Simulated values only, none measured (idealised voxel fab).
Herein follows the process module entitled voxel wiring stack.
FYI the section here is cut, 190 nm wide, cells are 5 nm squares.
Cross-section spec: square-cell grid; bands listed top down; each band is one or more rows.
Band: top height; bottom height; in nm. Then, left to right: material with width in nm, for each material. "throughout": a single material spanning edge to edge. "air": empty space.
Convention: height 0 is the level below which the wafer, as received, is all one material. The lowest band does not terminate at the bottom but continues downward, represented as "0..down".
The two numbers in a width such as "30 to 40" mark its ends across the band: the first belongs to the top row of cells, the second to the bottom row, and from each row to the next the width moves by the same amount.
Any step labelled "no change occurred" changed none of the cells in the cross-section.
Internal closed voids: empty space of 8 cells or more with no open way to the top, each as width x height at its distance from the left edge, in nm
It should be noted that, on the line of a given step, the content following the step's settings is a remark produced by the simulator itself with respect to that step.
Steps that use a mask can have "overlay nm" on their line. It says how far the mask sat to the right of where it was meant to be. Negative means to the left.

# The process steps that were planned are listed below
1,RECEIVE | material Si
2,CONFORMAL_DEP | material SiO2 | thk nm 10
3,CONFORMAL_DEP | material SiN | thk nm 5
4,DIRECTIONAL_DEP | material lowk | thk nm 15
5,DIRECTIONAL_DEP | material aC | thk nm 10
6,PATTERN | tone open | mask id METAL_1 | material resist | width nm 30 | pitch nm 60 | thk nm 30 | overlay nm 0
7,DIRECTIONAL_ETCH | etch materials aC | depth nm 10
8,STRIP | etch materials resist
9,DIRECTIONAL_ETCH | etch materials lowk | depth nm 15
10,DIRECTIONAL_ETCH | etch materials SiN | depth nm 5
11,STRIP | etch materials aC
12,CONFORMAL_DEP | material TiN | thk nm 5
13,FILL_DEP | material Cu | thk nm 10
14,CMP | height nm 30
15,EPI | material Ru | thk nm 5
16,FILL_DEP | material SiCN | thk nm 5
17,DIRECTIONAL_DEP | material SiO2 | thk nm 15
18,PATTERN | tone open | mask id PLUG_1 | material resist | width nm 15 | pitch nm 60 | thk nm 20 | overlay nm 0
19,DIRECTIONAL_ETCH | etch materials SiO2 | depth nm 15
20,DIRECTIONAL_ETCH | etch materials SiCN | depth nm 5
21,STRIP | etch materials resist
22,CONFORMAL_DEP | material TiN | thk nm 5
23,FILL_DEP | material Ru | thk nm 10
24,CMP | height nm 55
25,DIRECTIONAL_DEP | material TiN | thk nm 5
26,DIRECTIONAL_DEP | material W | thk nm 20
27,MASKED_ETCH | tone cover | mask id METAL_2 | width nm 30 | pitch nm 60 | etch materials W | depth nm 20 | overlay nm 0
28,MASKED_ETCH | tone cover | mask id METAL_2 | width nm 30 | pitch nm 60 | etch materials TiN | depth nm 5 | overlay nm 0
29,FILL_DEP | material SiO2 | thk nm 5
30,CMP | height nm 80
31,CONFORMAL_DEP | material SiCN | thk nm 5

# Incoming wafer in cross-section (state: after step 1)
> 0..down | Si throughout
> Internal closed voids: none

# End state of the module in cross-section, given the above starting point and plan and one mistake in execution
> 85..80 | SiCN throughout
> 80..60 | 20 of SiO2 | 30 of W | 30 of SiO2 | 30 of W | 30 of SiO2 | 30 of W | 20 of SiO2
> 60..55 | 20 of SiO2 | 30 of TiN | 30 of SiO2 | 30 of TiN | 30 of SiO2 | 30 of TiN | 20 of SiO2
> 55..40 | 20 of SiO2 | 5 of TiN | 5 of Ru | 5 of TiN | 45 of SiO2 | 5 of TiN | 5 of Ru | 5 of TiN | 45 of SiO2 | 5 of TiN | 5 of Ru | 5 of TiN | 35 of SiO2
> 40..35 | 20 of SiCN | 15 of TiN | 45 of SiCN | 15 of TiN | 45 of SiCN | 15 of TiN | 35 of SiCN
> 35..30 | 15 of SiCN | 40 of Ru | 20 of SiCN | 40 of Ru | 20 of SiCN | 40 of Ru | 15 of SiCN
> 30..20 | 20 of lowk | 5 of TiN | 20 of Cu | 5 of TiN | 30 of lowk | 5 of TiN | 20 of Cu | 5 of TiN | 30 of lowk | 5 of TiN | 20 of Cu | 5 of TiN | 20 of lowk
> 20..15 | 20 of lowk | 30 of TiN | 30 of lowk | 30 of TiN | 30 of lowk | 30 of TiN | 20 of lowk
> 15..10 | lowk throughout
> 10..0 | SiO2 throughout
> 0..down | Si throughout
> Internal closed voids: none
So what did we get wrong on this run? not per plan at step 3, really ran CONFORMAL_DEP | material lowk | thk nm 5
